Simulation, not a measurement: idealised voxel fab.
Process module, titled voxel capacitor over wiring
Cross-sectional view cut (width: 250 nm; square cell size: 5 nm).
The cross-sections in this document take the form of a grid made of square cells. They are written out as bands, in order from top to bottom. Each band consists of one or more rows of cells.
Heads up on the band format: heights come first, top then bottom, in nm. After that it's the materials left to right, each with its width in nm. A single material flagged "edge to edge" fills the whole band edge to edge, and "blank" means there's empty space there.
Where do heights start? At 0: under that level the wafer as delivered is made of one material only. And the lowest band has no floor; it just carries on downward, as in "z 0 and below".
Per-row width for "30->40": begins at first number (top row of band), ends at second number (bottom row), increment between rows held constant.
Given "nothing different" for a step, no cell of the cross-section differs between before and after that step.
Entry "Voids lacking openings" = empty spaces >= 8 cells with no open way to the top; each as width x height at distance, distance from left edge, all nm.
That trailing text on a step's line, after the settings, is the simulator's own remark on the step.
A step line may carry the setting "overlay nm", which, for steps involving a mask, states the distance by which the mask lay to the right of its intended position; negative values denote displacement to the left.

# Intended process steps
| 1 | RECEIVE, material Si |
| 2 | CONFORMAL_DEP, material SiO2, thk nm 15 |
| 3 | DIRECTIONAL_DEP, material TiN, thk nm 5 |
| 4 | DIRECTIONAL_DEP, material W, thk nm 20 |
| 5 | PATTERN, tone cover, mask id METAL_1, material resist, width nm 30, pitch nm 100, thk nm 15, overlay nm 0 |
| 6 | DIRECTIONAL_ETCH, etch materials W, depth nm 20 |
| 7 | DIRECTIONAL_ETCH, etch materials TiN, depth nm 5 |
| 8 | STRIP, etch materials resist |
| 9 | FILL_DEP, material SiO2, thk nm 5 |
| 10 | CMP, height nm 40 |
| 11 | CONFORMAL_DEP, material SiCN, thk nm 5 |
| 12 | DIRECTIONAL_DEP, material SiO2, thk nm 20 |
| 13 | PATTERN, tone open, mask id PLUG_1, material resist, width nm 15, thk nm 15, overlay nm 0 |
| 14 | DIRECTIONAL_ETCH, etch materials SiO2, depth nm 20 |
| 15 | DIRECTIONAL_ETCH, etch materials SiCN, depth nm 5 |
| 16 | STRIP, etch materials resist |
| 17 | EPI, material Ru, thk nm 10 |
| 18 | EPI, material Ru, thk nm 10 |
| 19 | EPI, material Ru, thk nm 5 |
| 20 | DIRECTIONAL_DEP, material TiN, thk nm 10 |
| 21 | DIRECTIONAL_DEP, material HfO2, thk nm 5 |
| 22 | DIRECTIONAL_DEP, material TiN, thk nm 10 |
| 23 | DIRECTIONAL_DEP, material aC, thk nm 15 |
| 24 | PATTERN, tone cover, mask id UPPER_PLATE, material resist, width nm 75, thk nm 35, overlay nm 0 |
| 25 | DIRECTIONAL_ETCH, etch materials aC, depth nm 15 |
| 26 | STRIP, etch materials resist |
| 27 | DIRECTIONAL_ETCH, etch materials TiN, depth nm 10 |
| 28 | DIRECTIONAL_ETCH, etch materials HfO2, depth nm 5 |
| 29 | STRIP, etch materials aC |
| 30 | DIRECTIONAL_DEP, material aC, thk nm 15 |
| 31 | PATTERN, tone cover, mask id LOWER_PLATE, material resist, width nm 85, thk nm 35, overlay nm 0 |
| 32 | DIRECTIONAL_ETCH, etch materials aC, depth nm 15 |
| 33 | STRIP, etch materials resist |
| 34 | DIRECTIONAL_ETCH, etch materials TiN, depth nm 10 |
| 35 | STRIP, etch materials aC |
| 36 | FILL_DEP, material SiO2, thk nm 15 |
| 37 | CMP, height nm 100 |
| 38 | DIRECTIONAL_DEP, material aC, thk nm 15 |
| 39 | PATTERN, tone open, mask id PLUG_2, material resist, width nm 15, thk nm 30, overlay nm 0 |
| 40 | DIRECTIONAL_ETCH, etch materials aC, depth nm 15 |
| 41 | STRIP, etch materials resist |
| 42 | DIRECTIONAL_ETCH, etch materials SiO2, depth nm 10 |
| 43 | STRIP, etch materials aC |
| 44 | CONFORMAL_DEP, material TiN, thk nm 5 |
| 45 | FILL_DEP, material W, thk nm 5 |
| 46 | CMP, height nm 100 |
| 47 | CONFORMAL_DEP, material SiCN, thk nm 5 |

# On the first of the two wafers: run conducted according to plan

# Incoming wafer in cross-section (state: after step 1)
	z 0 and below: Si edge to edge
	Voids lacking openings: none

# Wafer after step 2 (cross-section)
	z 15 to 0: SiO2 edge to edge
	Below a height of 0, the structure has not been altered.

# Wafer after step 3 (cross-section)
	z 20 to 15: TiN edge to edge
	Below a height of 15, the structure has not been altered.

# Wafer after step 4 (cross-section)
	z 40 to 20: W edge to edge
	Below a height of 20, the structure has not been altered.

# Wafer after step 5 (cross-section)
	z 55 to 40: 60 nm blank; 30 nm resist; 70 nm blank; 30 nm resist; 60 nm blank
	Below a height of 40, the structure has not been altered.

# Wafer after step 6 (cross-section)
	z 55 to 40: 60 nm blank; 30 nm resist; 70 nm blank; 30 nm resist; 60 nm blank
	z 40 to 20: 60 nm blank; 30 nm W; 70 nm blank; 30 nm W; 60 nm blank
	Below a height of 20, the structure has not been altered.

# Wafer after step 7 (cross-section)
	z 55 to 40: 60 nm blank; 30 nm resist; 70 nm blank; 30 nm resist; 60 nm blank
	z 40 to 20: 60 nm blank; 30 nm W; 70 nm blank; 30 nm W; 60 nm blank
	z 20 to 15: 60 nm blank; 30 nm TiN; 70 nm blank; 30 nm TiN; 60 nm blank
	Below a height of 15, the structure has not been altered.

# Wafer after step 8 (cross-section)
	z 40 to 20: 60 nm blank; 30 nm W; 70 nm blank; 30 nm W; 60 nm blank
	Below a height of 20, the structure has not been altered.

# Wafer after step 9 (cross-section)
	z 45 to 40: SiO2 edge to edge
	z 40 to 20: 60 nm SiO2; 30 nm W; 70 nm SiO2; 30 nm W; 60 nm SiO2
	z 20 to 15: 60 nm SiO2; 30 nm TiN; 70 nm SiO2; 30 nm TiN; 60 nm SiO2
	Below a height of 15, the structure has not been altered.

# Wafer after step 10 (cross-section)
	z 40 to 20: 60 nm SiO2; 30 nm W; 70 nm SiO2; 30 nm W; 60 nm SiO2
	Below a height of 20, the structure has not been altered.

# Wafer after step 11 (cross-section)
	z 45 to 40: SiCN edge to edge
	Below a height of 40, the structure has not been altered.

# Wafer after step 12 (cross-section)
	z 65 to 45: SiO2 edge to edge
	Below a height of 45, the structure has not been altered.

# Wafer after step 13 (cross-section)
	z 80 to 65: 75 nm resist; 15 nm blank; 160 nm resist
	Below a height of 65, the structure has not been altered.

# Wafer after step 14 (cross-section)
	z 80 to 65: 75 nm resist; 15 nm blank; 160 nm resist
	z 65 to 45: 75 nm SiO2; 15 nm blank; 160 nm SiO2
	Below a height of 45, the structure has not been altered.

# Wafer after step 15 (cross-section)
	z 80 to 65: 75 nm resist; 15 nm blank; 160 nm resist
	z 65 to 45: 75 nm SiO2; 15 nm blank; 160 nm SiO2
	z 45 to 40: 75 nm SiCN; 15 nm blank; 160 nm SiCN
	Below a height of 40, the structure has not been altered.

# Wafer after step 16 (cross-section)
	z 65 to 45: 75 nm SiO2; 15 nm blank; 160 nm SiO2
	Below a height of 45, the structure has not been altered.

# Wafer after step 17 (cross-section)
	z 65 to 50: 75 nm SiO2; 15 nm blank; 160 nm SiO2
	z 50 to 45: 75 nm SiO2; 15 nm Ru; 160 nm SiO2
	z 45 to 40: 75 nm SiCN; 15 nm Ru; 160 nm SiCN
	Below a height of 40, the structure has not been altered.

# Wafer after step 18 (cross-section)
	z 65 to 60: 75 nm SiO2; 15 nm blank; 160 nm SiO2
	z 60 to 45: 75 nm SiO2; 15 nm Ru; 160 nm SiO2
	Below a height of 45, the structure has not been altered.

# Wafer after step 19 (cross-section)
	z 65 to 45: 75 nm SiO2; 15 nm Ru; 160 nm SiO2
	Below a height of 45, the structure has not been altered.

# Wafer after step 20 (cross-section)
	z 75 to 65: TiN edge to edge
	Below a height of 65, the structure has not been altered.

# Wafer after step 21 (cross-section)
	z 80 to 75: HfO2 edge to edge
	Below a height of 75, the structure has not been altered.

# Wafer after step 22 (cross-section)
	z 90 to 80: TiN edge to edge
	Below a height of 80, the structure has not been altered.

# Wafer after step 23 (cross-section)
	z 105 to 90: aC edge to edge
	Below a height of 90, the structure has not been altered.

# Wafer after step 24 (cross-section)
	z 140 to 105: 75 nm blank; 75 nm resist; 100 nm blank
	Below a height of 105, the structure has not been altered.

# Wafer after step 25 (cross-section)
	z 125 to 105: 75 nm blank; 75 nm resist; 100 nm blank
	z 105 to 90: 75 nm blank; 75 nm aC; 100 nm blank
	Below a height of 90, the structure has not been altered.

# Wafer after step 26 (cross-section)
	z 105 to 90: 75 nm blank; 75 nm aC; 100 nm blank
	Below a height of 90, the structure has not been altered.

# Wafer after step 27 (cross-section)
	z 105 to 90: 75 nm blank; 75 nm aC; 100 nm blank
	z 90 to 80: 75 nm blank; 75 nm TiN; 100 nm blank
	Below a height of 80, the structure has not been altered.

# Wafer after step 28 (cross-section)
	z 105 to 90: 75 nm blank; 75 nm aC; 100 nm blank
	z 90 to 80: 75 nm blank; 75 nm TiN; 100 nm blank
	z 80 to 75: 75 nm blank; 75 nm HfO2; 100 nm blank
	Below a height of 75, the structure has not been altered.

# Wafer after step 29 (cross-section)
	z 90 to 80: 75 nm blank; 75 nm TiN; 100 nm blank
	Below a height of 80, the structure has not been altered.

# Wafer after step 30 (cross-section)
	z 105 to 90: 75 nm blank; 75 nm aC; 100 nm blank
	z 90 to 80: 75 nm aC; 75 nm TiN; 100 nm aC
	z 80 to 75: 75 nm aC; 75 nm HfO2; 100 nm aC
	Below a height of 75, the structure has not been altered.

# Wafer after step 31 (cross-section)
	z 140 to 105: 70 nm blank; 85 nm resist; 95 nm blank
	z 105 to 90: 70 nm blank; 5 nm resist; 75 nm aC; 5 nm resist; 95 nm blank
	Below a height of 90, the structure has not been altered.

# Wafer after step 32 (cross-section)
	z 125 to 105: 70 nm blank; 85 nm resist; 95 nm blank
	z 105 to 90: 70 nm blank; 5 nm resist; 75 nm aC; 5 nm resist; 95 nm blank
	z 90 to 80: 70 nm blank; 5 nm aC; 75 nm TiN; 5 nm aC; 95 nm blank
	z 80 to 75: 70 nm blank; 5 nm aC; 75 nm HfO2; 5 nm aC; 95 nm blank
	Below a height of 75, the structure has not been altered.

# Wafer after step 33 (cross-section)
	z 105 to 90: 75 nm blank; 75 nm aC; 100 nm blank
	Below a height of 90, the structure has not been altered.

# Wafer after step 34 (cross-section)
	z 105 to 90: 75 nm blank; 75 nm aC; 100 nm blank
	z 90 to 80: 70 nm blank; 5 nm aC; 75 nm TiN; 5 nm aC; 95 nm blank
	z 80 to 75: 70 nm blank; 5 nm aC; 75 nm HfO2; 5 nm aC; 95 nm blank
	z 75 to 65: 70 nm blank; 85 nm TiN; 95 nm blank
	Below a height of 65, the structure has not been altered.

# Wafer after step 35 (cross-section)
	z 90 to 80: 75 nm blank; 75 nm TiN; 100 nm blank
	z 80 to 75: 75 nm blank; 75 nm HfO2; 100 nm blank
	Below a height of 75, the structure has not been altered.

# Wafer after step 36 (cross-section)
	z 105 to 90: SiO2 edge to edge
	z 90 to 80: 75 nm SiO2; 75 nm TiN; 100 nm SiO2
	z 80 to 75: 75 nm SiO2; 75 nm HfO2; 100 nm SiO2
	z 75 to 65: 70 nm SiO2; 85 nm TiN; 95 nm SiO2
	Below a height of 65, the structure has not been altered.

# Wafer after step 37 (cross-section)
	z 100 to 90: SiO2 edge to edge
	Below a height of 90, the structure has not been altered.

# Wafer after step 38 (cross-section)
	z 115 to 100: aC edge to edge
	Below a height of 100, the structure has not been altered.

# Wafer after step 39 (cross-section)
	z 145 to 115: 85 nm resist; 15 nm blank; 150 nm resist
	Below a height of 115, the structure has not been altered.

# Wafer after step 40 (cross-section)
	z 130 to 115: 85 nm resist; 15 nm blank; 150 nm resist
	z 115 to 100: 85 nm aC; 15 nm blank; 150 nm aC
	Below a height of 100, the structure has not been altered.

# Wafer after step 41 (cross-section)
	z 115 to 100: 85 nm aC; 15 nm blank; 150 nm aC
	Below a height of 100, the structure has not been altered.

# Wafer after step 42 (cross-section)
	z 115 to 100: 85 nm aC; 15 nm blank; 150 nm aC
	z 100 to 90: 85 nm SiO2; 15 nm blank; 150 nm SiO2
	Below a height of 90, the structure has not been altered.

# Wafer after step 43 (cross-section)
	z 100 to 90: 85 nm SiO2; 15 nm blank; 150 nm SiO2
	Below a height of 90, the structure has not been altered.

# Wafer after step 44 (cross-section)
	z 105 to 100: 90 nm TiN; 5 nm blank; 155 nm TiN
	z 100 to 95: 85 nm SiO2; 5 nm TiN; 5 nm blank; 5 nm TiN; 150 nm SiO2
	z 95 to 90: 85 nm SiO2; 15 nm TiN; 150 nm SiO2
	Below a height of 90, the structure has not been altered.

# Wafer after step 45 (cross-section)
	z 110 to 105: W edge to edge
	z 105 to 100: 90 nm TiN; 5 nm W; 155 nm TiN
	z 100 to 95: 85 nm SiO2; 5 nm TiN; 5 nm W; 5 nm TiN; 150 nm SiO2
	Below a height of 95, the structure has not been altered.

# Wafer after step 46 (cross-section)
	z 100 to 95: 85 nm SiO2; 5 nm TiN; 5 nm W; 5 nm TiN; 150 nm SiO2
	Below a height of 95, the structure has not been altered.

# Wafer after step 47 (cross-section)
	z 105 to 100: SiCN edge to edge
	Below a height of 100, the structure has not been altered.

# Now the other wafer: same start, same recipe, but we messed up one thing when running it. Up to and including step 20 it's the same as the first one

Planned end of step 21: second wafer, cross-section: nothing different

# Planned end of step 22: second wafer, cross-section
	z 85 to 65: TiN edge to edge
	Below a height of 65, the structure has not been altered.

# Planned end of step 23: second wafer, cross-section
	z 100 to 85: aC edge to edge
	Below a height of 85, the structure has not been altered.

# Planned end of step 24: second wafer, cross-section
	z 135 to 100: 75 nm blank; 75 nm resist; 100 nm blank
	Below a height of 100, the structure has not been altered.

# Planned end of step 25: second wafer, cross-section
	z 120 to 100: 75 nm blank; 75 nm resist; 100 nm blank
	z 100 to 85: 75 nm blank; 75 nm aC; 100 nm blank
	Below a height of 85, the structure has not been altered.

# Planned end of step 26: second wafer, cross-section
	z 100 to 85: 75 nm blank; 75 nm aC; 100 nm blank
	Below a height of 85, the structure has not been altered.

# Planned end of step 27: second wafer, cross-section
	z 100 to 85: 75 nm blank; 75 nm aC; 100 nm blank
	z 85 to 75: 75 nm blank; 75 nm TiN; 100 nm blank
	Below a height of 75, the structure has not been altered.

Planned end of step 28: second wafer, cross-section: nothing different

# Planned end of step 29: second wafer, cross-section
	z 85 to 75: 75 nm blank; 75 nm TiN; 100 nm blank
	Below a height of 75, the structure has not been altered.

# Planned end of step 30: second wafer, cross-section
	z 100 to 90: 75 nm blank; 75 nm aC; 100 nm blank
	z 90 to 85: aC edge to edge
	z 85 to 75: 75 nm aC; 75 nm TiN; 100 nm aC
	Below a height of 75, the structure has not been altered.

# Planned end of step 31: second wafer, cross-section
	z 135 to 100: 70 nm blank; 85 nm resist; 95 nm blank
	z 100 to 90: 70 nm blank; 5 nm resist; 75 nm aC; 5 nm resist; 95 nm blank
	Below a height of 90, the structure has not been altered.

# Planned end of step 32: second wafer, cross-section
	z 120 to 100: 70 nm blank; 85 nm resist; 95 nm blank
	z 100 to 90: 70 nm blank; 5 nm resist; 75 nm aC; 5 nm resist; 95 nm blank
	z 90 to 85: 70 nm blank; 85 nm aC; 95 nm blank
	z 85 to 75: 70 nm blank; 5 nm aC; 75 nm TiN; 5 nm aC; 95 nm blank
	Below a height of 75, the structure has not been altered.

# Planned end of step 33: second wafer, cross-section
	z 100 to 90: 75 nm blank; 75 nm aC; 100 nm blank
	Below a height of 90, the structure has not been altered.

# Planned end of step 34: second wafer, cross-section
	z 100 to 90: 75 nm blank; 75 nm aC; 100 nm blank
	z 90 to 85: 70 nm blank; 85 nm aC; 95 nm blank
	z 85 to 75: 70 nm blank; 5 nm aC; 75 nm TiN; 5 nm aC; 95 nm blank
	z 75 to 65: 70 nm blank; 85 nm TiN; 95 nm blank
	Below a height of 65, the structure has not been altered.

# Planned end of step 35: second wafer, cross-section
	z 85 to 75: 75 nm blank; 75 nm TiN; 100 nm blank
	Below a height of 75, the structure has not been altered.

# Planned end of step 36: second wafer, cross-section
	z 100 to 85: SiO2 edge to edge
	z 85 to 75: 75 nm SiO2; 75 nm TiN; 100 nm SiO2
	z 75 to 65: 70 nm SiO2; 85 nm TiN; 95 nm SiO2
	Below a height of 65, the structure has not been altered.

Planned end of step 37: second wafer, cross-section: nothing different

# Planned end of step 38: second wafer, cross-section
	z 115 to 100: aC edge to edge
	Below a height of 100, the structure has not been altered.

# Planned end of step 39: second wafer, cross-section
	z 145 to 115: 85 nm resist; 15 nm blank; 150 nm resist
	Below a height of 115, the structure has not been altered.

# Planned end of step 40: second wafer, cross-section
	z 130 to 115: 85 nm resist; 15 nm blank; 150 nm resist
	z 115 to 100: 85 nm aC; 15 nm blank; 150 nm aC
	Below a height of 100, the structure has not been altered.

# Planned end of step 41: second wafer, cross-section
	z 115 to 100: 85 nm aC; 15 nm blank; 150 nm aC
	Below a height of 100, the structure has not been altered.

# Planned end of step 42: second wafer, cross-section
	z 115 to 100: 85 nm aC; 15 nm blank; 150 nm aC
	z 100 to 90: 85 nm SiO2; 15 nm blank; 150 nm SiO2
	Below a height of 90, the structure has not been altered.

# Planned end of step 43: second wafer, cross-section
	z 100 to 90: 85 nm SiO2; 15 nm blank; 150 nm SiO2
	Below a height of 90, the structure has not been altered.

# Planned end of step 44: second wafer, cross-section
	z 105 to 100: 90 nm TiN; 5 nm blank; 155 nm TiN
	z 100 to 95: 85 nm SiO2; 5 nm TiN; 5 nm blank; 5 nm TiN; 150 nm SiO2
	z 95 to 90: 85 nm SiO2; 15 nm TiN; 150 nm SiO2
	Below a height of 90, the structure has not been altered.

# Planned end of step 45: second wafer, cross-section
	z 110 to 105: W edge to edge
	z 105 to 100: 90 nm TiN; 5 nm W; 155 nm TiN
	z 100 to 95: 85 nm SiO2; 5 nm TiN; 5 nm W; 5 nm TiN; 150 nm SiO2
	Below a height of 95, the structure has not been altered.

# Planned end of step 46: second wafer, cross-section
	z 100 to 95: 85 nm SiO2; 5 nm TiN; 5 nm W; 5 nm TiN; 150 nm SiO2
	Below a height of 95, the structure has not been altered.

# Planned end of step 47: second wafer, cross-section
	z 105 to 100: SiCN edge to edge
	Below a height of 100, the structure has not been altered.
Want to know what went wrong? step 21 of the plan got skipped, so it never ran
Wrapping up, a cell-based count of both wafers puts the second over or under the first for these materials: -15 HfO2; +15 SiO2
